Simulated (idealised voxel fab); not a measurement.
The name of this process module is voxel wiring stack.
Xsec cut, 175 nm wide, square cell size 5 nm.
This document writes a cross-section as a grid whose cells are square, and gives it as bands, listed from the top down; one or more rows of cells form a band.
First you get the band's top height and its bottom height, in nm, and then the materials it's made of, left to right, with each width in nm. If you see a single material with "full width", that one covers the band edge to edge. "empty" is empty space.
Height is counted from the level 0, under which the received wafer is composed throughout of one material. The lowest of the bands is not closed at the bottom but continues downward, in the notation "top 0, no bottom".
Graded width ("30..40"): value in top row of band = first number; value in bottom row = second number; row-to-row change constant.
Key: "identical to before" - step with no changed cell in the cross-section.
"Sealed internal voids" - sealed voids, min. 8 cells, no opening to top; format: width x height at distance (distance from left edge; nm throughout).
after a step's settings: what the simulator itself notes on the step
"overlay nm" denotes, for a step that has a mask, the displacement of the mask to the right of its planned place, with negative values corresponding to the left.
Quick note on how to read the rest: it's all pairs. You get the cross-section before a process step and the one after, but the after one only goes down as far as the lowest band that changed. The step in between, with its settings, sits under the pair. Heads up, the pairs can come from different runs of this module on the same starting wafer, so don't assume a pair picks up from the one above unless its "Pre-processing view" entry says it does.

### Pre-processing view
* top 20, bottom 0 = SiO2 full width
* top 0, no bottom = Si full width
* Sealed internal voids: none

### Post-Step Snapshot
* top 40, bottom 20 = Ru full width
* Everything under 20 stays put, no change at all.
* Sealed internal voids: none
Between the two cross-sections shown above lies DIRECTIONAL_DEP, material Ru, thk nm 20

Pre-processing view: this step begins from the cross-section that the pair just above shows after its step.

### Post-Step Snapshot
* top 60, bottom 40 = 25 empty  25 resist  25 empty  25 resist  25 empty  25 resist  25 empty
* Everything under 40 stays put, no change at all.
* Sealed internal voids: none
Between the two cross-sections shown above lies PATTERN, tone cover, mask id METAL_1, material resist, width nm 25, pitch nm 50, thk nm 20, overlay nm 0

Pre-processing view: this step begins from the cross-section that the pair just above shows after its step.

### Post-Step Snapshot
* top 60, bottom 40 = 25 empty  25 resist  25 empty  25 resist  25 empty  25 resist  25 empty
* top 40, bottom 20 = 25 empty  25 Ru  25 empty  25 Ru  25 empty  25 Ru  25 empty
* Everything under 20 stays put, no change at all.
* Sealed internal voids: none
Between the two cross-sections shown above lies DIRECTIONAL_ETCH, etch materials Ru, depth nm 20

Pre-processing view: this step begins from the cross-section that the pair just above shows after its step.

### Post-Step Snapshot
* top 40, bottom 20 = 25 empty  25 Ru  25 empty  25 Ru  25 empty  25 Ru  25 empty
* Everything under 20 stays put, no change at all.
* Sealed internal voids: none
Between the two cross-sections shown above lies STRIP, etch materials resist

Pre-processing view: this step begins from the cross-section that the pair just above shows after its step.

### Post-Step Snapshot
* top 45, bottom 40 = 20 empty  35 SiN  15 empty  35 SiN  15 empty  35 SiN  20 empty
* top 40, bottom 25 = 20 empty  5 SiN  25 Ru  5 SiN  15 empty  5 SiN  25 Ru  5 SiN  15 empty  5 SiN  25 Ru  5 SiN  20 empty
* top 25, bottom 20 = 25 SiN  25 Ru  25 SiN  25 Ru  25 SiN  25 Ru  25 SiN
* Everything under 20 stays put, no change at all.
* Sealed internal voids: none
Between the two cross-sections shown above lies CONFORMAL_DEP, material SiN, thk nm 5

Pre-processing view: this step begins from the cross-section that the pair just above shows after its step.

### Post-Step Snapshot
* top 55, bottom 45 = lowk full width
* top 45, bottom 40 = 20 lowk  35 SiN  15 lowk  35 SiN  15 lowk  35 SiN  20 lowk
* top 40, bottom 25 = 20 lowk  5 SiN  25 Ru  5 SiN  15 lowk  5 SiN  25 Ru  5 SiN  15 lowk  5 SiN  25 Ru  5 SiN  20 lowk
* Everything under 25 stays put, no change at all.
* Sealed internal voids: none
Between the two cross-sections shown above lies FILL_DEP, material lowk, thk nm 10

Pre-processing view: this step begins from the cross-section that the pair just above shows after its step.

### Post-Step Snapshot
* top 40, bottom 25 = 20 lowk  5 SiN  25 Ru  5 SiN  15 lowk  5 SiN  25 Ru  5 SiN  15 lowk  5 SiN  25 Ru  5 SiN  20 lowk
* Everything under 25 stays put, no change at all.
* Sealed internal voids: none
Between the two cross-sections shown above lies CMP, height nm 40

Pre-processing view: this step begins from the cross-section that the pair just above shows after its step.

### Post-Step Snapshot
* top 45, bottom 40 = SiCN full width
* Everything under 40 stays put, no change at all.
* Sealed internal voids: none
Between the two cross-sections shown above lies CONFORMAL_DEP, material SiCN, thk nm 5

Pre-processing view: this step begins from the cross-section that the pair just above shows after its step.

### Post-Step Snapshot
* top 75, bottom 45 = lowk full width
* Everything under 45 stays put, no change at all.
* Sealed internal voids: none
Between the two cross-sections shown above lies DIRECTIONAL_DEP, material lowk, thk nm 30

Pre-processing view: this step begins from the cross-section that the pair just above shows after its step.

### Post-Step Snapshot
* top 90, bottom 75 = 25 resist  25 empty  25 resist  25 empty  25 resist  25 empty  25 resist
* Everything under 75 stays put, no change at all.
* Sealed internal voids: none
Between the two cross-sections shown above lies PATTERN, tone open, mask id METAL_2, material resist, width nm 25, pitch nm 50, thk nm 15, overlay nm 0

Pre-processing view: this step begins from the cross-section that the pair just above shows after its step.

### Post-Step Snapshot
* top 90, bottom 75 = 25 resist  25 empty  25 resist  25 empty  25 resist  25 empty  25 resist
* top 75, bottom 60 = 25 lowk  25 empty  25 lowk  25 empty  25 lowk  25 empty  25 lowk
* Everything under 60 stays put, no change at all.
* Sealed internal voids: none
Between the two cross-sections shown above lies DIRECTIONAL_ETCH, etch materials lowk, depth nm 15

Pre-processing view: this step begins from the cross-section that the pair just above shows after its step.

### Post-Step Snapshot
* top 75, bottom 60 = 25 lowk  25 empty  25 lowk  25 empty  25 lowk  25 empty  25 lowk
* Everything under 60 stays put, no change at all.
* Sealed internal voids: none
Between the two cross-sections shown above lies STRIP, etch materials resist

Pre-processing view: this step begins from the cross-section that the pair just above shows after its step.

### Post-Step Snapshot
* top 90, bottom 75 = 25 aC  25 empty  25 aC  25 empty  25 aC  25 empty  25 aC
* top 75, bottom 60 = 25 lowk  25 aC  25 lowk  25 aC  25 lowk  25 aC  25 lowk
* Everything under 60 stays put, no change at all.
* Sealed internal voids: none
Between the two cross-sections shown above lies DIRECTIONAL_DEP, material aC, thk nm 15

Pre-processing view: this step begins from the cross-section that the pair just above shows after its step.

### Post-Step Snapshot
* top 125, bottom 90 = 25 resist  15 empty  35 resist  15 empty  35 resist  15 empty  35 resist
* top 90, bottom 75 = 25 aC  15 empty  10 resist  25 aC  15 empty  10 resist  25 aC  15 empty  10 resist  25 aC
* Everything under 75 stays put, no change at all.
* Sealed internal voids: none
Between the two cross-sections shown above lies PATTERN, tone open, mask id METAL_2_HOLES, material resist, width nm 15, pitch nm 50, thk nm 35, overlay nm 0

Pre-processing view: this step begins from the cross-section that the pair just above shows after its step.

### Post-Step Snapshot
* top 110, bottom 90 = 25 resist  15 empty  35 resist  15 empty  35 resist  15 empty  35 resist
* top 90, bottom 75 = 25 aC  15 empty  10 resist  25 aC  15 empty  10 resist  25 aC  15 empty  10 resist  25 aC
* top 75, bottom 60 = 25 lowk  15 empty  10 aC  25 lowk  15 empty  10 aC  25 lowk  15 empty  10 aC  25 lowk
* Everything under 60 stays put, no change at all.
* Sealed internal voids: none
Between the two cross-sections shown above lies DIRECTIONAL_ETCH, etch materials aC, depth nm 15

Pre-processing view: this step begins from the cross-section that the pair just above shows after its step.

### Post-Step Snapshot
* top 90, bottom 75 = 25 aC  25 empty  25 aC  25 empty  25 aC  25 empty  25 aC
* Everything under 75 stays put, no change at all.
* Sealed internal voids: none
Between the two cross-sections shown above lies STRIP, etch materials resist

Pre-processing view: this step begins from the cross-section that the pair just above shows after its step.

### Post-Step Snapshot
* top 90, bottom 75 = 25 aC  25 empty  25 aC  25 empty  25 aC  25 empty  25 aC
* top 75, bottom 60 = 25 lowk  15 empty  10 aC  25 lowk  15 empty  10 aC  25 lowk  15 empty  10 aC  25 lowk
* top 60, bottom 45 = 25 lowk  15 empty  35 lowk  15 empty  35 lowk  15 empty  35 lowk
* Everything under 45 stays put, no change at all.
* Sealed internal voids: none
Between the two cross-sections shown above lies DIRECTIONAL_ETCH, etch materials lowk, depth nm 15

Pre-processing view: this step begins from the cross-section that the pair just above shows after its step.

### Post-Step Snapshot
* top 90, bottom 75 = 25 aC  25 empty  25 aC  25 empty  25 aC  25 empty  25 aC
* top 75, bottom 60 = 25 lowk  15 empty  10 aC  25 lowk  15 empty  10 aC  25 lowk  15 empty  10 aC  25 lowk
* top 60, bottom 45 = 25 lowk  15 empty  35 lowk  15 empty  35 lowk  15 empty  35 lowk
* top 45, bottom 40 = 25 SiCN  15 empty  35 SiCN  15 empty  35 SiCN  15 empty  35 SiCN
* Everything under 40 stays put, no change at all.
* Sealed internal voids: none
Between the two cross-sections shown above lies DIRECTIONAL_ETCH, etch materials SiCN, depth nm 5

Pre-processing view: this step begins from the cross-section that the pair just above shows after its step.

### Post-Step Snapshot
* top 75, bottom 60 = 25 lowk  25 empty  25 lowk  25 empty  25 lowk  25 empty  25 lowk
* Everything under 60 stays put, no change at all.
* Sealed internal voids: none
Between the two cross-sections shown above lies STRIP, etch materials aC

Pre-processing view: this step begins from the cross-section that the pair just above shows after its step.

### Post-Step Snapshot
* top 80, bottom 75 = 30 TiN  15 empty  35 TiN  15 empty  35 TiN  15 empty  30 TiN
* top 75, bottom 65 = 25 lowk  5 TiN  15 empty  5 TiN  25 lowk  5 TiN  15 empty  5 TiN  25 lowk  5 TiN  15 empty  5 TiN  25 lowk
* top 65, bottom 60 = 25 lowk  5 TiN  5 empty  15 TiN  25 lowk  5 TiN  5 empty  15 TiN  25 lowk  5 TiN  5 empty  15 TiN  25 lowk
* top 60, bottom 45 = 25 lowk  5 TiN  5 empty  5 TiN  35 lowk  5 TiN  5 empty  5 TiN  35 lowk  5 TiN  5 empty  5 TiN  35 lowk
* top 45, bottom 40 = 25 SiCN  15 TiN  35 SiCN  15 TiN  35 SiCN  15 TiN  35 SiCN
* Everything under 40 stays put, no change at all.
* Sealed internal voids: none
Between the two cross-sections shown above lies CONFORMAL_DEP, material TiN, thk nm 5

Pre-processing view: this step begins from the cross-section that the pair just above shows after its step.

### Post-Step Snapshot
* top 85, bottom 80 = Cu full width
* top 80, bottom 75 = 30 TiN  15 Cu  35 TiN  15 Cu  35 TiN  15 Cu  30 TiN
* top 75, bottom 65 = 25 lowk  5 TiN  15 Cu  5 TiN  25 lowk  5 TiN  15 Cu  5 TiN  25 lowk  5 TiN  15 Cu  5 TiN  25 lowk
* top 65, bottom 60 = 25 lowk  5 TiN  5 Cu  15 TiN  25 lowk  5 TiN  5 Cu  15 TiN  25 lowk  5 TiN  5 Cu  15 TiN  25 lowk
* top 60, bottom 45 = 25 lowk  5 TiN  5 Cu  5 TiN  35 lowk  5 TiN  5 Cu  5 TiN  35 lowk  5 TiN  5 Cu  5 TiN  35 lowk
* Everything under 45 stays put, no change at all.
* Sealed internal voids: none
Between the two cross-sections shown above lies FILL_DEP, material Cu, thk nm 5

Pre-processing view: this step begins from the cross-section that the pair just above shows after its step.

### Post-Step Snapshot
* top 75, bottom 65 = 25 lowk  5 TiN  15 Cu  5 TiN  25 lowk  5 TiN  15 Cu  5 TiN  25 lowk  5 TiN  15 Cu  5 TiN  25 lowk
* Everything under 65 stays put, no change at all.
* Sealed internal voids: none
Between the two cross-sections shown above lies CMP, height nm 75

Pre-processing view: this step begins from the cross-section that the pair just above shows after its step.

### Post-Step Snapshot
* top 80, bottom 75 = SiCN full width
* Everything under 75 stays put, no change at all.
* Sealed internal voids: none
Between the two cross-sections shown above lies CONFORMAL_DEP, material SiCN, thk nm 5

### Pre-processing view
* top 40, bottom 20 = Ru full width
* top 20, bottom 15 = TiN full width
* top 15, bottom 0 = SiO2 full width
* top 0, no bottom = Si full width
* Sealed internal voids: none

### Post-Step Snapshot
* top 60, bottom 40 = 25 resist  25 empty  25 resist  25 empty  25 resist  25 empty  25 resist
* Everything under 40 stays put, no change at all.
* Sealed internal voids: none
Between the two cross-sections shown above lies PATTERN, tone open, mask id METAL_1, material resist, width nm 25, pitch nm 50, thk nm 20, overlay nm 0

Pre-processing view: this step begins from the cross-section that the pair just above shows after its step.

### Post-Step Snapshot
* top 60, bottom 40 = 25 resist  25 empty  25 resist  25 empty  25 resist  25 empty  25 resist
* top 40, bottom 20 = 25 Ru  25 empty  25 Ru  25 empty  25 Ru  25 empty  25 Ru
* Everything under 20 stays put, no change at all.
* Sealed internal voids: none
Between the two cross-sections shown above lies DIRECTIONAL_ETCH, etch materials Ru, depth nm 20

Pre-processing view: this step begins from the cross-section that the pair just above shows after its step.

### Post-Step Snapshot
* top 60, bottom 40 = 25 resist  25 empty  25 resist  25 empty  25 resist  25 empty  25 resist
* top 40, bottom 20 = 25 Ru  25 empty  25 Ru  25 empty  25 Ru  25 empty  25 Ru
* top 20, bottom 15 = 25 TiN  25 empty  25 TiN  25 empty  25 TiN  25 empty  25 TiN
* Everything under 15 stays put, no change at all.
* Sealed internal voids: none
Between the two cross-sections shown above lies DIRECTIONAL_ETCH, etch materials TiN, depth nm 5

Pre-processing view: this step begins from the cross-section that the pair just above shows after its step.

### Post-Step Snapshot
* top 40, bottom 20 = 25 Ru  25 empty  25 Ru  25 empty  25 Ru  25 empty  25 Ru
* Everything under 20 stays put, no change at all.
* Sealed internal voids: none
Between the two cross-sections shown above lies STRIP, etch materials resist

Pre-processing view: this step begins from the cross-section that the pair just above shows after its step.

### Post-Step Snapshot
* top 45, bottom 40 = 30 SiN  15 empty  35 SiN  15 empty  35 SiN  15 empty  30 SiN
* top 40, bottom 20 = 25 Ru  5 SiN  15 empty  5 SiN  25 Ru  5 SiN  15 empty  5 SiN  25 Ru  5 SiN  15 empty  5 SiN  25 Ru
* top 20, bottom 15 = 25 TiN  25 SiN  25 TiN  25 SiN  25 TiN  25 SiN  25 TiN
* Everything under 15 stays put, no change at all.
* Sealed internal voids: none
Between the two cross-sections shown above lies CONFORMAL_DEP, material SiN, thk nm 5

Pre-processing view: this step begins from the cross-section that the pair just above shows after its step.

### Post-Step Snapshot
* top 55, bottom 45 = lowk full width
* top 45, bottom 40 = 30 SiN  15 lowk  35 SiN  15 lowk  35 SiN  15 lowk  30 SiN
* top 40, bottom 20 = 25 Ru  5 SiN  15 lowk  5 SiN  25 Ru  5 SiN  15 lowk  5 SiN  25 Ru  5 SiN  15 lowk  5 SiN  25 Ru
* Everything under 20 stays put, no change at all.
* Sealed internal voids: none
Between the two cross-sections shown above lies FILL_DEP, material lowk, thk nm 10

Pre-processing view: this step begins from the cross-section that the pair just above shows after its step.

### Post-Step Snapshot
* top 40, bottom 20 = 25 Ru  5 SiN  15 lowk  5 SiN  25 Ru  5 SiN  15 lowk  5 SiN  25 Ru  5 SiN  15 lowk  5 SiN  25 Ru
* Everything under 20 stays put, no change at all.
* Sealed internal voids: none
Between the two cross-sections shown above lies CMP, height nm 40

Pre-processing view: this step begins from the cross-section that the pair just above shows after its step.

### Post-Step Snapshot
* top 45, bottom 40 = SiCN full width
* Everything under 40 stays put, no change at all.
* Sealed internal voids: none
Between the two cross-sections shown above lies CONFORMAL_DEP, material SiCN, thk nm 5

Pre-processing view: this step begins from the cross-section that the pair just above shows after its step.

### Post-Step Snapshot
* top 75, bottom 45 = lowk full width
* Everything under 45 stays put, no change at all.
* Sealed internal voids: none
Between the two cross-sections shown above lies DIRECTIONAL_DEP, material lowk, thk nm 30

Pre-processing view: this step begins from the cross-section that the pair just above shows after its step.

### Post-Step Snapshot
* top 90, bottom 75 = 25 resist  25 empty  25 resist  25 empty  25 resist  25 empty  25 resist
* Everything under 75 stays put, no change at all.
* Sealed internal voids: none
Between the two cross-sections shown above lies PATTERN, tone open, mask id METAL_2, material resist, width nm 25, pitch nm 50, thk nm 15, overlay nm 0

Pre-processing view: this step begins from the cross-section that the pair just above shows after its step.

### Post-Step Snapshot
* top 90, bottom 75 = 25 resist  25 empty  25 resist  25 empty  25 resist  25 empty  25 resist
* top 75, bottom 60 = 25 lowk  25 empty  25 lowk  25 empty  25 lowk  25 empty  25 lowk
* Everything under 60 stays put, no change at all.
* Sealed internal voids: none
Between the two cross-sections shown above lies DIRECTIONAL_ETCH, etch materials lowk, depth nm 15

Pre-processing view: this step begins from the cross-section that the pair just above shows after its step.

### Post-Step Snapshot
* top 75, bottom 60 = 25 lowk  25 empty  25 lowk  25 empty  25 lowk  25 empty  25 lowk
* Everything under 60 stays put, no change at all.
* Sealed internal voids: none
Between the two cross-sections shown above lies STRIP, etch materials resist

Pre-processing view: this step begins from the cross-section that the pair just above shows after its step.

### Post-Step Snapshot
* top 90, bottom 75 = 25 aC  25 empty  25 aC  25 empty  25 aC  25 empty  25 aC
* top 75, bottom 60 = 25 lowk  25 aC  25 lowk  25 aC  25 lowk  25 aC  25 lowk
* Everything under 60 stays put, no change at all.
* Sealed internal voids: none
Between the two cross-sections shown above lies DIRECTIONAL_DEP, material aC, thk nm 15

Pre-processing view: this step begins from the cross-section that the pair just above shows after its step.

### Post-Step Snapshot
* top 125, bottom 90 = 25 resist  15 empty  35 resist  15 empty  35 resist  15 empty  35 resist
* top 90, bottom 75 = 25 aC  15 empty  10 resist  25 aC  15 empty  10 resist  25 aC  15 empty  10 resist  25 aC
* Everything under 75 stays put, no change at all.
* Sealed internal voids: none
Between the two cross-sections shown above lies PATTERN, tone open, mask id METAL_2_HOLES, material resist, width nm 15, pitch nm 50, thk nm 35, overlay nm 0

Pre-processing view: this step begins from the cross-section that the pair just above shows after its step.

### Post-Step Snapshot
* top 110, bottom 90 = 25 resist  15 empty  35 resist  15 empty  35 resist  15 empty  35 resist
* top 90, bottom 75 = 25 aC  15 empty  10 resist  25 aC  15 empty  10 resist  25 aC  15 empty  10 resist  25 aC
* top 75, bottom 60 = 25 lowk  15 empty  10 aC  25 lowk  15 empty  10 aC  25 lowk  15 empty  10 aC  25 lowk
* Everything under 60 stays put, no change at all.
* Sealed internal voids: none
Between the two cross-sections shown above lies DIRECTIONAL_ETCH, etch materials aC, depth nm 15

Pre-processing view: this step begins from the cross-section that the pair just above shows after its step.

### Post-Step Snapshot
* top 90, bottom 75 = 25 aC  25 empty  25 aC  25 empty  25 aC  25 empty  25 aC
* Everything under 75 stays put, no change at all.
* Sealed internal voids: none
Between the two cross-sections shown above lies STRIP, etch materials resist

Pre-processing view: this step begins from the cross-section that the pair just above shows after its step.

### Post-Step Snapshot
* top 90, bottom 75 = 25 aC  25 empty  25 aC  25 empty  25 aC  25 empty  25 aC
* top 75, bottom 60 = 25 lowk  15 empty  10 aC  25 lowk  15 empty  10 aC  25 lowk  15 empty  10 aC  25 lowk
* top 60, bottom 45 = 25 lowk  15 empty  35 lowk  15 empty  35 lowk  15 empty  35 lowk
* Everything under 45 stays put, no change at all.
* Sealed internal voids: none
Between the two cross-sections shown above lies DIRECTIONAL_ETCH, etch materials lowk, depth nm 15

Pre-processing view: this step begins from the cross-section that the pair just above shows after its step.

### Post-Step Snapshot
* top 90, bottom 75 = 25 aC  25 empty  25 aC  25 empty  25 aC  25 empty  25 aC
* top 75, bottom 60 = 25 lowk  15 empty  10 aC  25 lowk  15 empty  10 aC  25 lowk  15 empty  10 aC  25 lowk
* top 60, bottom 45 = 25 lowk  15 empty  35 lowk  15 empty  35 lowk  15 empty  35 lowk
* top 45, bottom 40 = 25 SiCN  15 empty  35 SiCN  15 empty  35 SiCN  15 empty  35 SiCN
* Everything under 40 stays put, no change at all.
* Sealed internal voids: none
Between the two cross-sections shown above lies DIRECTIONAL_ETCH, etch materials SiCN, depth nm 5

Pre-processing view: this step begins from the cross-section that the pair just above shows after its step.

### Post-Step Snapshot
* top 75, bottom 60 = 25 lowk  25 empty  25 lowk  25 empty  25 lowk  25 empty  25 lowk
* Everything under 60 stays put, no change at all.
* Sealed internal voids: none
Between the two cross-sections shown above lies STRIP, etch materials aC

Pre-processing view: this step begins from the cross-section that the pair just above shows after its step.

### Post-Step Snapshot
* top 80, bottom 75 = 30 TiN  15 empty  35 TiN  15 empty  35 TiN  15 empty  30 TiN
* top 75, bottom 65 = 25 lowk  5 TiN  15 empty  5 TiN  25 lowk  5 TiN  15 empty  5 TiN  25 lowk  5 TiN  15 empty  5 TiN  25 lowk
* top 65, bottom 60 = 25 lowk  5 TiN  5 empty  15 TiN  25 lowk  5 TiN  5 empty  15 TiN  25 lowk  5 TiN  5 empty  15 TiN  25 lowk
* top 60, bottom 45 = 25 lowk  5 TiN  5 empty  5 TiN  35 lowk  5 TiN  5 empty  5 TiN  35 lowk  5 TiN  5 empty  5 TiN  35 lowk
* top 45, bottom 40 = 25 SiCN  15 TiN  35 SiCN  15 TiN  35 SiCN  15 TiN  35 SiCN
* Everything under 40 stays put, no change at all.
* Sealed internal voids: none
Between the two cross-sections shown above lies CONFORMAL_DEP, material TiN, thk nm 5

Pre-processing view: this step begins from the cross-section that the pair just above shows after its step.

### Post-Step Snapshot
* top 85, bottom 80 = Cu full width
* top 80, bottom 75 = 30 TiN  15 Cu  35 TiN  15 Cu  35 TiN  15 Cu  30 TiN
* top 75, bottom 65 = 25 lowk  5 TiN  15 Cu  5 TiN  25 lowk  5 TiN  15 Cu  5 TiN  25 lowk  5 TiN  15 Cu  5 TiN  25 lowk
* top 65, bottom 60 = 25 lowk  5 TiN  5 Cu  15 TiN  25 lowk  5 TiN  5 Cu  15 TiN  25 lowk  5 TiN  5 Cu  15 TiN  25 lowk
* top 60, bottom 45 = 25 lowk  5 TiN  5 Cu  5 TiN  35 lowk  5 TiN  5 Cu  5 TiN  35 lowk  5 TiN  5 Cu  5 TiN  35 lowk
* Everything under 45 stays put, no change at all.
* Sealed internal voids: none
Between the two cross-sections shown above lies FILL_DEP, material Cu, thk nm 5

Pre-processing view: this step begins from the cross-section that the pair just above shows after its step.

### Post-Step Snapshot
* top 75, bottom 65 = 25 lowk  5 TiN  15 Cu  5 TiN  25 lowk  5 TiN  15 Cu  5 TiN  25 lowk  5 TiN  15 Cu  5 TiN  25 lowk
* Everything under 65 stays put, no change at all.
* Sealed internal voids: none
Between the two cross-sections shown above lies CMP, height nm 75

Pre-processing view: this step begins from the cross-section that the pair just above shows after its step.

### Post-Step Snapshot
* top 80, bottom 75 = SiCN full width
* Everything under 75 stays put, no change at all.
* Sealed internal voids: none
Between the two cross-sections shown above lies CONFORMAL_DEP, material SiCN, thk nm 5
